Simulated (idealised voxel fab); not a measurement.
Name of the process module below: voxel wiring stack
Each square cell in cross-section cut measures 5 nm, and the section as a whole is 285 nm wide.
In this document a cross-section is written as a grid of square cells. It is given as a series of bands, listed from the top down, and a band is one or more rows of cells.
Top, bottom (nm), then materials left to right with widths (nm); lone material tagged "all across" fills the whole band edge to edge; "empty" = empty space.
It should be noted that heights are counted from 0, beneath which the wafer as supplied is of one material throughout, and that the lowest band possesses no lower boundary but continues downward, as written in "0 down".
Think of "30->40" as a width that walks from the first number to the second as you go down the band, top row to bottom row, taking equal-sized steps from row to row.
Key: "no alterations made" - step with no changed cell in the cross-section.
Each empty space that has no open way to the top and spans at least 8 cells appears under "Closed void register" as width x height at distance, the distance counted from the left edge, all in nm.
The remark found on a step's line after its settings is issued by the simulator itself and pertains to that step.
"overlay nm" answers the question of how far to the right of plan the mask lay on a step that has a mask, and when it is negative the answer is to the left.
Below you will find pairs of cross-sections. In each, one shows the wafer before one process step and the other after it, with the after view ending at the lowest band that changed. Under each pair is the step separating them, along with its settings. Do not assume the pairs form a chain: they can come from different runs of this module on the same starting wafer, and a pair continues from the pair above it only when its "Status before step" entry says so.
# Status before step
    0 down = Si all across
    Closed void register: none
# Post-Process View
    15 to 0 = SiO2 all across
    Below 0 it's all the same as before, nothing changed down there.
    Closed void register: none
Name the step between the before and after sections above: CONFORMAL_DEP | material SiO2 | thk nm 15
Status before step: look at the pair above, its after cross-section is where this step starts.
# Post-Process View
    20 to 15 = SiN all across
    Below 15 it's all the same as before, nothing changed down there.
    Closed void register: none
Name the step between the before and after sections above: CONFORMAL_DEP | material SiN | thk nm 5
Status before step: look at the pair above, its after cross-section is where this step starts.
# Post-Process View
    40 to 20 = SiO2 all across
    Below 20 it's all the same as before, nothing changed down there.
    Closed void register: none
Name the step between the before and after sections above: DIRECTIONAL_DEP | material SiO2 | thk nm 20
Status before step: look at the pair above, its after cross-section is where this step starts.
# Post-Process View
    60 to 40 = resist 85 | empty 20 | resist 25 | empty 20 | resist 25 | empty 20 | resist 90
    Below 40 it's all the same as before, nothing changed down there.
    Closed void register: none
Name the step between the before and after sections above: PATTERN | tone open | mask id METAL_1 | material resist | width nm 20 | pitch nm 45 | thk nm 20 | overlay nm 0
Status before step: look at the pair above, its after cross-section is where this step starts.
# Post-Process View
    60 to 40 = resist 85 | empty 20 | resist 25 | empty 20 | resist 25 | empty 20 | resist 90
    40 to 20 = SiO2 85 | empty 20 | SiO2 25 | empty 20 | SiO2 25 | empty 20 | SiO2 90
    Below 20 it's all the same as before, nothing changed down there.
    Closed void register: none
Name the step between the before and after sections above: DIRECTIONAL_ETCH | etch materials SiO2 | depth nm 20
Status before step: look at the pair above, its after cross-section is where this step starts.
# Post-Process View
    60 to 40 = resist 85 | empty 20 | resist 25 | empty 20 | resist 25 | empty 20 | resist 90
    40 to 20 = SiO2 85 | empty 20 | SiO2 25 | empty 20 | SiO2 25 | empty 20 | SiO2 90
    20 to 15 = SiN 85 | empty 20 | SiN 25 | empty 20 | SiN 25 | empty 20 | SiN 90
    Below 15 it's all the same as before, nothing changed down there.
    Closed void register: none
Name the step between the before and after sections above: DIRECTIONAL_ETCH | etch materials SiN | depth nm 5
Status before step: look at the pair above, its after cross-section is where this step starts.
# Post-Process View
    40 to 20 = SiO2 85 | empty 20 | SiO2 25 | empty 20 | SiO2 25 | empty 20 | SiO2 90
    Below 20 it's all the same as before, nothing changed down there.
    Closed void register: none
Name the step between the before and after sections above: STRIP | etch materials resist
Status before step: look at the pair above, its after cross-section is where this step starts.
# Post-Process View
    45 to 40 = TiN 90 | empty 10 | TiN 35 | empty 10 | TiN 35 | empty 10 | TiN 95
    40 to 20 = SiO2 85 | TiN 5 | empty 10 | TiN 5 | SiO2 25 | TiN 5 | empty 10 | TiN 5 | SiO2 25 | TiN 5 | empty 10 | TiN 5 | SiO2 90
    20 to 15 = SiN 85 | TiN 20 | SiN 25 | TiN 20 | SiN 25 | TiN 20 | SiN 90
    Below 15 it's all the same as before, nothing changed down there.
    Closed void register: none
Name the step between the before and after sections above: CONFORMAL_DEP | material TiN | thk nm 5
Status before step: look at the pair above, its after cross-section is where this step starts.
# Post-Process View
    55 to 45 = Cu all across
    45 to 40 = TiN 90 | Cu 10 | TiN 35 | Cu 10 | TiN 35 | Cu 10 | TiN 95
    40 to 20 = SiO2 85 | TiN 5 | Cu 10 | TiN 5 | SiO2 25 | TiN 5 | Cu 10 | TiN 5 | SiO2 25 | TiN 5 | Cu 10 | TiN 5 | SiO2 90
    Below 20 it's all the same as before, nothing changed down there.
    Closed void register: none
Name the step between the before and after sections above: FILL_DEP | material Cu | thk nm 10
Status before step: look at the pair above, its after cross-section is where this step starts.
# Post-Process View
    40 to 20 = SiO2 85 | TiN 5 | Cu 10 | TiN 5 | SiO2 25 | TiN 5 | Cu 10 | TiN 5 | SiO2 25 | TiN 5 | Cu 10 | TiN 5 | SiO2 90
    Below 20 it's all the same as before, nothing changed down there.
    Closed void register: none
Name the step between the before and after sections above: CMP | height nm 40
Status before step: look at the pair above, its after cross-section is where this step starts.
# Post-Process View
    45 to 40 = SiCN all across
    Below 40 it's all the same as before, nothing changed down there.
    Closed void register: none
Name the step between the before and after sections above: CONFORMAL_DEP | material SiCN | thk nm 5
Status before step: look at the pair above, its after cross-section is where this step starts.
# Post-Process View
    60 to 45 = lowk all across
    Below 45 it's all the same as before, nothing changed down there.
    Closed void register: none
Name the step between the before and after sections above: DIRECTIONAL_DEP | material lowk | thk nm 15
Status before step: look at the pair above, its after cross-section is where this step starts.
# Post-Process View
    70 to 60 = aC all across
    Below 60 it's all the same as before, nothing changed down there.
    Closed void register: none
Name the step between the before and after sections above: DIRECTIONAL_DEP | material aC | thk nm 10
Status before step: look at the pair above, its after cross-section is where this step starts.
# Post-Process View
    100 to 70 = resist 85 | empty 15 | resist 75 | empty 15 | resist 95
    Below 70 it's all the same as before, nothing changed down there.
    Closed void register: none
Name the step between the before and after sections above: PATTERN | tone open | mask id PLUG_1 | material resist | width nm 15 | pitch nm 90 | thk nm 30 | overlay nm 0
Status before step: look at the pair above, its after cross-section is where this step starts.
# Post-Process View
    90 to 70 = resist 85 | empty 15 | resist 75 | empty 15 | resist 95
    70 to 60 = aC 85 | empty 15 | aC 75 | empty 15 | aC 95
    Below 60 it's all the same as before, nothing changed down there.
    Closed void register: none
Name the step between the before and after sections above: DIRECTIONAL_ETCH | etch materials aC | depth nm 10
Status before step: look at the pair above, its after cross-section is where this step starts.
# Post-Process View
    70 to 60 = aC 85 | empty 15 | aC 75 | empty 15 | aC 95
    Below 60 it's all the same as before, nothing changed down there.
    Closed void register: none
Name the step between the before and after sections above: STRIP | etch materials resist
Status before step: look at the pair above, its after cross-section is where this step starts.
# Post-Process View
    70 to 60 = aC 85 | empty 15 | aC 75 | empty 15 | aC 95
    60 to 45 = lowk 85 | empty 15 | lowk 75 | empty 15 | lowk 95
    Below 45 it's all the same as before, nothing changed down there.
    Closed void register: none
Name the step between the before and after sections above: DIRECTIONAL_ETCH | etch materials lowk | depth nm 15
Status before step: look at the pair above, its after cross-section is where this step starts.
# Post-Process View
    70 to 60 = aC 85 | empty 15 | aC 75 | empty 15 | aC 95
    60 to 45 = lowk 85 | empty 15 | lowk 75 | empty 15 | lowk 95
    45 to 40 = SiCN 85 | empty 15 | SiCN 75 | empty 15 | SiCN 95
    Below 40 it's all the same as before, nothing changed down there.
    Closed void register: none
Name the step between the before and after sections above: DIRECTIONAL_ETCH | etch materials SiCN | depth nm 5
Status before step: look at the pair above, its after cross-section is where this step starts.
# Post-Process View
    60 to 45 = lowk 85 | empty 15 | lowk 75 | empty 15 | lowk 95
    Below 45 it's all the same as before, nothing changed down there.
    Closed void register: none
Name the step between the before and after sections above: STRIP | etch materials aC
Status before step: look at the pair above, its after cross-section is where this step starts.
# Post-Process View
    65 to 60 = TiN 90 | empty 5 | TiN 85 | empty 5 | TiN 100
    60 to 45 = lowk 85 | TiN 5 | empty 5 | TiN 5 | lowk 75 | TiN 5 | empty 5 | TiN 5 | lowk 95
    45 to 40 = SiCN 85 | TiN 15 | SiCN 75 | TiN 15 | SiCN 95
    Below 40 it's all the same as before, nothing changed down there.
    Closed void register: none
Name the step between the before and after sections above: CONFORMAL_DEP | material TiN | thk nm 5
Status before step: look at the pair above, its after cross-section is where this step starts.
# Post-Process View
    70 to 65 = Ru all across
    65 to 60 = TiN 90 | Ru 5 | TiN 85 | Ru 5 | TiN 100
    60 to 45 = lowk 85 | TiN 5 | Ru 5 | TiN 5 | lowk 75 | TiN 5 | Ru 5 | TiN 5 | lowk 95
    Below 45 it's all the same as before, nothing changed down there.
    Closed void register: none
Name the step between the before and after sections above: FILL_DEP | material Ru | thk nm 5
Status before step: look at the pair above, its after cross-section is where this step starts.
# Post-Process View
    60 to 45 = lowk 85 | TiN 5 | Ru 5 | TiN 5 | lowk 75 | TiN 5 | Ru 5 | TiN 5 | lowk 95
    Below 45 it's all the same as before, nothing changed down there.
    Closed void register: none
Name the step between the before and after sections above: CMP | height nm 60
Status before step: look at the pair above, its after cross-section is where this step starts.
# Post-Process View
    65 to 60 = SiCN all across
    Below 60 it's all the same as before, nothing changed down there.
    Closed void register: none
Name the step between the before and after sections above: CONFORMAL_DEP | material SiCN | thk nm 5
Status before step: look at the pair above, its after cross-section is where this step starts.
# Post-Process View
    80 to 65 = lowk all across
    Below 65 it's all the same as before, nothing changed down there.
    Closed void register: none
Name the step between the before and after sections above: DIRECTIONAL_DEP | material lowk | thk nm 15
Status before step: look at the pair above, its after cross-section is where this step starts.
# Post-Process View
    80 to 65 = lowk 85 | empty 20 | lowk 25 | empty 20 | lowk 25 | empty 20 | lowk 90
    Below 65 it's all the same as before, nothing changed down there.
    Closed void register: none
Name the step between the before and after sections above: MASKED_ETCH | tone open | mask id METAL_2 | width nm 20 | pitch nm 45 | etch materials lowk | depth nm 15 | overlay nm 0
Status before step: look at the pair above, its after cross-section is where this step starts.
# Post-Process View
    80 to 65 = lowk 85 | empty 20 | lowk 25 | empty 20 | lowk 25 | empty 20 | lowk 90
    65 to 60 = SiCN 85 | empty 20 | SiCN 25 | empty 20 | SiCN 25 | empty 20 | SiCN 90
    Below 60 it's all the same as before, nothing changed down there.
    Closed void register: none
Name the step between the before and after sections above: MASKED_ETCH | tone open | mask id METAL_2 | width nm 20 | pitch nm 45 | etch materials SiCN | depth nm 5 | overlay nm 0
Status before step: look at the pair above, its after cross-section is where this step starts.
# Post-Process View
    85 to 80 = TiN 90 | empty 10 | TiN 35 | empty 10 | TiN 35 | empty 10 | TiN 95
    80 to 65 = lowk 85 | TiN 5 | empty 10 | TiN 5 | lowk 25 | TiN 5 | empty 10 | TiN 5 | lowk 25 | TiN 5 | empty 10 | TiN 5 | lowk 90
    65 to 60 = SiCN 85 | TiN 20 | SiCN 25 | TiN 20 | SiCN 25 | TiN 20 | SiCN 90
    Below 60 it's all the same as before, nothing changed down there.
    Closed void register: none
Name the step between the before and after sections above: CONFORMAL_DEP | material TiN | thk nm 5
Status before step: look at the pair above, its after cross-section is where this step starts.
# Post-Process View
    90 to 85 = Cu all across
    85 to 80 = TiN 90 | Cu 10 | TiN 35 | Cu 10 | TiN 35 | Cu 10 | TiN 95
    80 to 65 = lowk 85 | TiN 5 | Cu 10 | TiN 5 | lowk 25 | TiN 5 | Cu 10 | TiN 5 | lowk 25 | TiN 5 | Cu 10 | TiN 5 | lowk 90
    Below 65 it's all the same as before, nothing changed down there.
    Closed void register: none
Name the step between the before and after sections above: FILL_DEP | material Cu | thk nm 5
Status before step: look at the pair above, its after cross-section is where this step starts.
# Post-Process View
    80 to 65 = lowk 85 | TiN 5 | Cu 10 | TiN 5 | lowk 25 | TiN 5 | Cu 10 | TiN 5 | lowk 25 | TiN 5 | Cu 10 | TiN 5 | lowk 90
    Below 65 it's all the same as before, nothing changed down there.
    Closed void register: none
Name the step between the before and after sections above: CMP | height nm 80
Status before step: look at the pair above, its after cross-section is where this step starts.
# Post-Process View
    85 to 80 = empty 80 | Ru 30 | empty 15 | Ru 30 | empty 15 | Ru 30 | empty 85
    Below 80 it's all the same as before, nothing changed down there.
    Closed void register: none
Name the step between the before and after sections above: EPI | material Ru | thk nm 5
Status before step: look at the pair above, its after cross-section is where this step starts.
# Post-Process View
    90 to 85 = SiCN all across
    85 to 80 = SiCN 80 | Ru 30 | SiCN 15 | Ru 30 | SiCN 15 | Ru 30 | SiCN 85
    Below 80 it's all the same as before, nothing changed down there.
    Closed void register: none
Name the step between the before and after sections above: FILL_DEP | material SiCN | thk nm 5
# Status before step
    15 to 0 = SiO2 all across
    0 down = Si all across
    Closed void register: none
# Post-Process View
    30 to 0 = SiO2 all across
    Below 0 it's all the same as before, nothing changed down there.
    Closed void register: none
Name the step between the before and after sections above: CONFORMAL_DEP | material SiO2 | thk nm 15
Status before step: look at the pair above, its after cross-section is where this step starts.
# Post-Process View
    35 to 30 = SiN all across
    Below 30 it's all the same as before, nothing changed down there.
    Closed void register: none
Name the step between the before and after sections above: CONFORMAL_DEP | material SiN | thk nm 5
Status before step: look at the pair above, its after cross-section is where this step starts.
# Post-Process View
    55 to 35 = SiO2 all across
    Below 35 it's all the same as before, nothing changed down there.
    Closed void register: none
Name the step between the before and after sections above: DIRECTIONAL_DEP | material SiO2 | thk nm 20
Status before step: look at the pair above, its after cross-section is where this step starts.
# Post-Process View
    75 to 55 = resist 85 | empty 20 | resist 25 | empty 20 | resist 25 | empty 20 | resist 90
    Below 55 it's all the same as before, nothing changed down there.
    Closed void register: none
Name the step between the before and after sections above: PATTERN | tone open | mask id METAL_1 | material resist | width nm 20 | pitch nm 45 | thk nm 20 | overlay nm 0
Status before step: look at the pair above, its after cross-section is where this step starts.
# Post-Process View
    75 to 55 = resist 85 | empty 20 | resist 25 | empty 20 | resist 25 | empty 20 | resist 90
    55 to 35 = SiO2 85 | empty 20 | SiO2 25 | empty 20 | SiO2 25 | empty 20 | SiO2 90
    Below 35 it's all the same as before, nothing changed down there.
    Closed void register: none
Name the step between the before and after sections above: DIRECTIONAL_ETCH | etch materials SiO2 | depth nm 20
Status before step: look at the pair above, its after cross-section is where this step starts.
# Post-Process View
    75 to 55 = resist 85 | empty 20 | resist 25 | empty 20 | resist 25 | empty 20 | resist 90
    55 to 35 = SiO2 85 | empty 20 | SiO2 25 | empty 20 | SiO2 25 | empty 20 | SiO2 90
    35 to 30 = SiN 85 | empty 20 | SiN 25 | empty 20 | SiN 25 | empty 20 | SiN 90
    Below 30 it's all the same as before, nothing changed down there.
    Closed void register: none
Name the step between the before and after sections above: DIRECTIONAL_ETCH | etch materials SiN | depth nm 5
Status before step: look at the pair above, its after cross-section is where this step starts.
# Post-Process View
    55 to 35 = SiO2 85 | empty 20 | SiO2 25 | empty 20 | SiO2 25 | empty 20 | SiO2 90
    Below 35 it's all the same as before, nothing changed down there.
    Closed void register: none
Name the step between the before and after sections above: STRIP | etch materials resist
Status before step: look at the pair above, its after cross-section is where this step starts.
# Post-Process View
    60 to 55 = TiN 90 | empty 10 | TiN 35 | empty 10 | TiN 35 | empty 10 | TiN 95
    55 to 35 = SiO2 85 | TiN 5 | empty 10 | TiN 5 | SiO2 25 | TiN 5 | empty 10 | TiN 5 | SiO2 25 | TiN 5 | empty 10 | TiN 5 | SiO2 90
    35 to 30 = SiN 85 | TiN 20 | SiN 25 | TiN 20 | SiN 25 | TiN 20 | SiN 90
    Below 30 it's all the same as before, nothing changed down there.
    Closed void register: none
Name the step between the before and after sections above: CONFORMAL_DEP | material TiN | thk nm 5
Status before step: look at the pair above, its after cross-section is where this step starts.
# Post-Process View
    70 to 60 = Cu all across
    60 to 55 = TiN 90 | Cu 10 | TiN 35 | Cu 10 | TiN 35 | Cu 10 | TiN 95
    55 to 35 = SiO2 85 | TiN 5 | Cu 10 | TiN 5 | SiO2 25 | TiN 5 | Cu 10 | TiN 5 | SiO2 25 | TiN 5 | Cu 10 | TiN 5 | SiO2 90
    Below 35 it's all the same as before, nothing changed down there.
    Closed void register: none
Name the step between the before and after sections above: FILL_DEP | material Cu | thk nm 10
Status before step: look at the pair above, its after cross-section is where this step starts.
# Post-Process View
    40 to 35 = SiO2 85 | TiN 5 | Cu 10 | TiN 5 | SiO2 25 | TiN 5 | Cu 10 | TiN 5 | SiO2 25 | TiN 5 | Cu 10 | TiN 5 | SiO2 90
    Below 35 it's all the same as before, nothing changed down there.
    Closed void register: none
Name the step between the before and after sections above: CMP | height nm 40
Status before step: look at the pair above, its after cross-section is where this step starts.
# Post-Process View
    45 to 40 = SiCN all across
    Below 40 it's all the same as before, nothing changed down there.
    Closed void register: none
Name the step between the before and after sections above: CONFORMAL_DEP | material SiCN | thk nm 5
Status before step: look at the pair above, its after cross-section is where this step starts.
# Post-Process View
    60 to 45 = lowk all across
    Below 45 it's all the same as before, nothing changed down there.
    Closed void register: none
Name the step between the before and after sections above: DIRECTIONAL_DEP | material lowk | thk nm 15
Status before step: look at the pair above, its after cross-section is where this step starts.
# Post-Process View
    70 to 60 = aC all across
    Below 60 it's all the same as before, nothing changed down there.
    Closed void register: none
Name the step between the before and after sections above: DIRECTIONAL_DEP | material aC | thk nm 10
Status before step: look at the pair above, its after cross-section is where this step starts.
# Post-Process View
    100 to 70 = resist 85 | empty 15 | resist 75 | empty 15 | resist 95
    Below 70 it's all the same as before, nothing changed down there.
    Closed void register: none
Name the step between the before and after sections above: PATTERN | tone open | mask id PLUG_1 | material resist | width nm 15 | pitch nm 90 | thk nm 30 | overlay nm 0
Status before step: look at the pair above, its after cross-section is where this step starts.
# Post-Process View
    90 to 70 = resist 85 | empty 15 | resist 75 | empty 15 | resist 95
    70 to 60 = aC 85 | empty 15 | aC 75 | empty 15 | aC 95
    Below 60 it's all the same as before, nothing changed down there.
    Closed void register: none
Name the step between the before and after sections above: DIRECTIONAL_ETCH | etch materials aC | depth nm 10
Status before step: look at the pair above, its after cross-section is where this step starts.
# Post-Process View
    70 to 60 = aC 85 | empty 15 | aC 75 | empty 15 | aC 95
    Below 60 it's all the same as before, nothing changed down there.
    Closed void register: none
Name the step between the before and after sections above: STRIP | etch materials resist
Status before step: look at the pair above, its after cross-section is where this step starts.
# Post-Process View
    70 to 60 = aC 85 | empty 15 | aC 75 | empty 15 | aC 95
    60 to 45 = lowk 85 | empty 15 | lowk 75 | empty 15 | lowk 95
    Below 45 it's all the same as before, nothing changed down there.
    Closed void register: none
Name the step between the before and after sections above: DIRECTIONAL_ETCH | etch materials lowk | depth nm 15
Status before step: look at the pair above, its after cross-section is where this step starts.
# Post-Process View
    70 to 60 = aC 85 | empty 15 | aC 75 | empty 15 | aC 95
    60 to 45 = lowk 85 | empty 15 | lowk 75 | empty 15 | lowk 95
    45 to 40 = SiCN 85 | empty 15 | SiCN 75 | empty 15 | SiCN 95
    Below 40 it's all the same as before, nothing changed down there.
    Closed void register: none
Name the step between the before and after sections above: DIRECTIONAL_ETCH | etch materials SiCN | depth nm 5
Status before step: look at the pair above, its after cross-section is where this step starts.
# Post-Process View
    60 to 45 = lowk 85 | empty 15 | lowk 75 | empty 15 | lowk 95
    Below 45 it's all the same as before, nothing changed down there.
    Closed void register: none
Name the step between the before and after sections above: STRIP | etch materials aC
Status before step: look at the pair above, its after cross-section is where this step starts.
# Post-Process View
    65 to 60 = TiN 90 | empty 5 | TiN 85 | empty 5 | TiN 100
    60 to 45 = lowk 85 | TiN 5 | empty 5 | TiN 5 | lowk 75 | TiN 5 | empty 5 | TiN 5 | lowk 95
    45 to 40 = SiCN 85 | TiN 15 | SiCN 75 | TiN 15 | SiCN 95
    Below 40 it's all the same as before, nothing changed down there.
    Closed void register: none
Name the step between the before and after sections above: CONFORMAL_DEP | material TiN | thk nm 5
Status before step: look at the pair above, its after cross-section is where this step starts.
# Post-Process View
    70 to 65 = Ru all across
    65 to 60 = TiN 90 | Ru 5 | TiN 85 | Ru 5 | TiN 100
    60 to 45 = lowk 85 | TiN 5 | Ru 5 | TiN 5 | lowk 75 | TiN 5 | Ru 5 | TiN 5 | lowk 95
    Below 45 it's all the same as before, nothing changed down there.
    Closed void register: none
Name the step between the before and after sections above: FILL_DEP | material Ru | thk nm 5
Status before step: look at the pair above, its after cross-section is where this step starts.
# Post-Process View
    60 to 45 = lowk 85 | TiN 5 | Ru 5 | TiN 5 | lowk 75 | TiN 5 | Ru 5 | TiN 5 | lowk 95
    Below 45 it's all the same as before, nothing changed down there.
    Closed void register: none
Name the step between the before and after sections above: CMP | height nm 60
Status before step: look at the pair above, its after cross-section is where this step starts.
# Post-Process View
    65 to 60 = SiCN all across
    Below 60 it's all the same as before, nothing changed down there.
    Closed void register: none
Name the step between the before and after sections above: CONFORMAL_DEP | material SiCN | thk nm 5
Status before step: look at the pair above, its after cross-section is where this step starts.
# Post-Process View
    80 to 65 = lowk all across
    Below 65 it's all the same as before, nothing changed down there.
    Closed void register: none
Name the step between the before and after sections above: DIRECTIONAL_DEP | material lowk | thk nm 15
Status before step: look at the pair above, its after cross-section is where this step starts.
# Post-Process View
    80 to 65 = lowk 85 | empty 20 | lowk 25 | empty 20 | lowk 25 | empty 20 | lowk 90
    Below 65 it's all the same as before, nothing changed down there.
    Closed void register: none
Name the step between the before and after sections above: MASKED_ETCH | tone open | mask id METAL_2 | width nm 20 | pitch nm 45 | etch materials lowk | depth nm 15 | overlay nm 0
Status before step: look at the pair above, its after cross-section is where this step starts.
# Post-Process View
    80 to 65 = lowk 85 | empty 20 | lowk 25 | empty 20 | lowk 25 | empty 20 | lowk 90
    65 to 60 = SiCN 85 | empty 20 | SiCN 25 | empty 20 | SiCN 25 | empty 20 | SiCN 90
    Below 60 it's all the same as before, nothing changed down there.
    Closed void register: none
Name the step between the before and after sections above: MASKED_ETCH | tone open | mask id METAL_2 | width nm 20 | pitch nm 45 | etch materials SiCN | depth nm 5 | overlay nm 0
Status before step: look at the pair above, its after cross-section is where this step starts.
# Post-Process View
    85 to 80 = TiN 90 | empty 10 | TiN 35 | empty 10 | TiN 35 | empty 10 | TiN 95
    80 to 65 = lowk 85 | TiN 5 | empty 10 | TiN 5 | lowk 25 | TiN 5 | empty 10 | TiN 5 | lowk 25 | TiN 5 | empty 10 | TiN 5 | lowk 90
    65 to 60 = SiCN 85 | TiN 20 | SiCN 25 | TiN 20 | SiCN 25 | TiN 20 | SiCN 90
    Below 60 it's all the same as before, nothing changed down there.
    Closed void register: none
Name the step between the before and after sections above: CONFORMAL_DEP | material TiN | thk nm 5
Status before step: look at the pair above, its after cross-section is where this step starts.
# Post-Process View
    90 to 85 = Cu all across
    85 to 80 = TiN 90 | Cu 10 | TiN 35 | Cu 10 | TiN 35 | Cu 10 | TiN 95
    80 to 65 = lowk 85 | TiN 5 | Cu 10 | TiN 5 | lowk 25 | TiN 5 | Cu 10 | TiN 5 | lowk 25 | TiN 5 | Cu 10 | TiN 5 | lowk 90
    Below 65 it's all the same as before, nothing changed down there.
    Closed void register: none
Name the step between the before and after sections above: FILL_DEP | material Cu | thk nm 5
Status before step: look at the pair above, its after cross-section is where this step starts.
# Post-Process View
    80 to 65 = lowk 85 | TiN 5 | Cu 10 | TiN 5 | lowk 25 | TiN 5 | Cu 10 | TiN 5 | lowk 25 | TiN 5 | Cu 10 | TiN 5 | lowk 90
    Below 65 it's all the same as before, nothing changed down there.
    Closed void register: none
Name the step between the before and after sections above: CMP | height nm 80
Status before step: look at the pair above, its after cross-section is where this step starts.
# Post-Process View
    85 to 80 = empty 80 | Ru 30 | empty 15 | Ru 30 | empty 15 | Ru 30 | empty 85
    Below 80 it's all the same as before, nothing changed down there.
    Closed void register: none
Name the step between the before and after sections above: EPI | material Ru | thk nm 5
Status before step: look at the pair above, its after cross-section is where this step starts.
# Post-Process View
    90 to 85 = SiCN all across
    85 to 80 = SiCN 80 | Ru 30 | SiCN 15 | Ru 30 | SiCN 15 | Ru 30 | SiCN 85
    Below 80 it's all the same as before, nothing changed down there.
    Closed void register: none
Name the step between the before and after sections above: FILL_DEP | material SiCN | thk nm 5
# Status before step
    0 down = Si all across
    Closed void register: none
# Post-Process View
    5 to 0 = SiN all across
    Below 0 it's all the same as before, nothing changed down there.
    Closed void register: none
Name the step between the before and after sections above: CONFORMAL_DEP | material SiN | thk nm 5
Status before step: look at the pair above, its after cross-section is where this step starts.
# Post-Process View
    20 to 5 = SiO2 all across
    Below 5 it's all the same as before, nothing changed down there.
    Closed void register: none
Name the step between the before and after sections above: CONFORMAL_DEP | material SiO2 | thk nm 15
Status before step: look at the pair above, its after cross-section is where this step starts.
# Post-Process View
    40 to 5 = SiO2 all across
    Below 5 it's all the same as before, nothing changed down there.
    Closed void register: none
Name the step between the before and after sections above: DIRECTIONAL_DEP | material SiO2 | thk nm 20
Status before step: look at the pair above, its after cross-section is where this step starts.
# Post-Process View
    60 to 40 = resist 85 | empty 20 | resist 25 | empty 20 | resist 25 | empty 20 | resist 90
    Below 40 it's all the same as before, nothing changed down there.
    Closed void register: none
Name the step between the before and after sections above: PATTERN | tone open | mask id METAL_1 | material resist | width nm 20 | pitch nm 45 | thk nm 20 | overlay nm 0
Status before step: look at the pair above, its after cross-section is where this step starts.
# Post-Process View
    60 to 40 = resist 85 | empty 20 | resist 25 | empty 20 | resist 25 | empty 20 | resist 90
    40 to 20 = SiO2 85 | empty 20 | SiO2 25 | empty 20 | SiO2 25 | empty 20 | SiO2 90
    Below 20 it's all the same as before, nothing changed down there.
    Closed void register: none
Name the step between the before and after sections above: DIRECTIONAL_ETCH | etch materials SiO2 | depth nm 20
Status before step: look at the pair above, its after cross-section is where this step starts.
# Post-Process View
    40 to 20 = SiO2 85 | empty 20 | SiO2 25 | empty 20 | SiO2 25 | empty 20 | SiO2 90
    Below 20 it's all the same as before, nothing changed down there.
    Closed void register: none
Name the step between the before and after sections above: STRIP | etch materials resist
Status before step: look at the pair above, its after cross-section is where this step starts.
# Post-Process View
    45 to 40 = TiN 90 | empty 10 | TiN 35 | empty 10 | TiN 35 | empty 10 | TiN 95
    40 to 25 = SiO2 85 | TiN 5 | empty 10 | TiN 5 | SiO2 25 | TiN 5 | empty 10 | TiN 5 | SiO2 25 | TiN 5 | empty 10 | TiN 5 | SiO2 90
    25 to 20 = SiO2 85 | TiN 20 | SiO2 25 | TiN 20 | SiO2 25 | TiN 20 | SiO2 90
    Below 20 it's all the same as before, nothing changed down there.
    Closed void register: none
Name the step between the before and after sections above: CONFORMAL_DEP | material TiN | thk nm 5
Status before step: look at the pair above, its after cross-section is where this step starts.
# Post-Process View
    55 to 45 = Cu all across
    45 to 40 = TiN 90 | Cu 10 | TiN 35 | Cu 10 | TiN 35 | Cu 10 | TiN 95
    40 to 25 = SiO2 85 | TiN 5 | Cu 10 | TiN 5 | SiO2 25 | TiN 5 | Cu 10 | TiN 5 | SiO2 25 | TiN 5 | Cu 10 | TiN 5 | SiO2 90
    Below 25 it's all the same as before, nothing changed down there.
    Closed void register: none
Name the step between the before and after sections above: FILL_DEP | material Cu | thk nm 10
Status before step: look at the pair above, its after cross-section is where this step starts.
# Post-Process View
    40 to 25 = SiO2 85 | TiN 5 | Cu 10 | TiN 5 | SiO2 25 | TiN 5 | Cu 10 | TiN 5 | SiO2 25 | TiN 5 | Cu 10 | TiN 5 | SiO2 90
    Below 25 it's all the same as before, nothing changed down there.
    Closed void register: none
Name the step between the before and after sections above: CMP | height nm 40
Status before step: look at the pair above, its after cross-section is where this step starts.
# Post-Process View
    45 to 40 = SiCN all across
    Below 40 it's all the same as before, nothing changed down there.
    Closed void register: none
Name the step between the before and after sections above: CONFORMAL_DEP | material SiCN | thk nm 5
Status before step: look at the pair above, its after cross-section is where this step starts.
# Post-Process View
    60 to 45 = lowk all across
    Below 45 it's all the same as before, nothing changed down there.
    Closed void register: none
Name the step between the before and after sections above: DIRECTIONAL_DEP | material lowk | thk nm 15
Status before step: look at the pair above, its after cross-section is where this step starts.
# Post-Process View
    70 to 60 = aC all across
    Below 60 it's all the same as before, nothing changed down there.
    Closed void register: none
Name the step between the before and after sections above: DIRECTIONAL_DEP | material aC | thk nm 10
Status before step: look at the pair above, its after cross-section is where this step starts.
# Post-Process View
    100 to 70 = resist 85 | empty 15 | resist 75 | empty 15 | resist 95
    Below 70 it's all the same as before, nothing changed down there.
    Closed void register: none
Name the step between the before and after sections above: PATTERN | tone open | mask id PLUG_1 | material resist | width nm 15 | pitch nm 90 | thk nm 30 | overlay nm 0
Status before step: look at the pair above, its after cross-section is where this step starts.
# Post-Process View
    90 to 70 = resist 85 | empty 15 | resist 75 | empty 15 | resist 95
    70 to 60 = aC 85 | empty 15 | aC 75 | empty 15 | aC 95
    Below 60 it's all the same as before, nothing changed down there.
    Closed void register: none
Name the step between the before and after sections above: DIRECTIONAL_ETCH | etch materials aC | depth nm 10
Status before step: look at the pair above, its after cross-section is where this step starts.
# Post-Process View
    70 to 60 = aC 85 | empty 15 | aC 75 | empty 15 | aC 95
    Below 60 it's all the same as before, nothing changed down there.
    Closed void register: none
Name the step between the before and after sections above: STRIP | etch materials resist
Status before step: look at the pair above, its after cross-section is where this step starts.
# Post-Process View
    70 to 60 = aC 85 | empty 15 | aC 75 | empty 15 | aC 95
    60 to 45 = lowk 85 | empty 15 | lowk 75 | empty 15 | lowk 95
    Below 45 it's all the same as before, nothing changed down there.
    Closed void register: none
Name the step between the before and after sections above: DIRECTIONAL_ETCH | etch materials lowk | depth nm 15
Status before step: look at the pair above, its after cross-section is where this step starts.
# Post-Process View
    70 to 60 = aC 85 | empty 15 | aC 75 | empty 15 | aC 95
    60 to 45 = lowk 85 | empty 15 | lowk 75 | empty 15 | lowk 95
    45 to 40 = SiCN 85 | empty 15 | SiCN 75 | empty 15 | SiCN 95
    Below 40 it's all the same as before, nothing changed down there.
    Closed void register: none
Name the step between the before and after sections above: DIRECTIONAL_ETCH | etch materials SiCN | depth nm 5
Status before step: look at the pair above, its after cross-section is where this step starts.
# Post-Process View
    60 to 45 = lowk 85 | empty 15 | lowk 75 | empty 15 | lowk 95
    Below 45 it's all the same as before, nothing changed down there.
    Closed void register: none
Name the step between the before and after sections above: STRIP | etch materials aC
